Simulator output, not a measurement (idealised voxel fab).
process module | voxel double patterning
cross-section cut | 260 nm wide | cells 5 nm
A cross-section is a grid of square cells, given in bands from the top down. A band is one or more rows of cells.
Each band's line starts with the height of the band's top and of its bottom, in nm. Then come its materials from left to right, each with its width in nm. One material with "throughout" fills the band from edge to edge. "air" is empty space.
Height 0 is the level under which the wafer as received is all one material. The lowest band goes on downwards, as in "0 down".
A width such as "30 to 40" changes by the same amount from each row of cells to the next, from the band's top row to its bottom row.
"no change" after a step means that no cell of the cross-section changed.
closed voids: empty space of 8 cells or more with no open way to the top, each as width x height at its distance from the left edge, in nm
after a step's settings: what the simulator itself notes on the step
overlay nm, on a step with a mask: how far to the right of its planned place the mask lay; to the left if negative
plan
1 op RECEIVE | material Si
2 op CONFORMAL_DEP | material SiO2 | thk nm 5
3 op DIRECTIONAL_DEP | material TiN | thk nm 20
4 op DIRECTIONAL_DEP | material SiCN | thk nm 10
5 op DIRECTIONAL_DEP | material aC | thk nm 15
6 op PATTERN | tone open | mask id FIRST | material resist | width nm 15 | pitch nm 50 | thk nm 30 | overlay nm 0
7 op DIRECTIONAL_ETCH | etch materials aC | depth nm 15
8 op STRIP | etch materials resist
9 op DIRECTIONAL_ETCH | etch materials SiCN | depth nm 10
10 op STRIP | etch materials aC
11 op MASKED_ETCH | tone open | mask id SECOND | width nm 15 | etch materials SiCN | depth nm 10 | overlay nm 0
12 op DIRECTIONAL_ETCH | etch materials TiN | depth nm 20
13 op STRIP | etch materials SiCN
as received, after step 1
  0 down: Si throughout
  closed voids: none
a wafer at the end: this start, this plan, one mistake
  20 to 0: TiN 95 | air 15 | TiN 10 | air 15 | TiN 10 | air 15 | TiN 100
  0 down: Si throughout
  closed voids: none
what went wrong: step 2 was left out
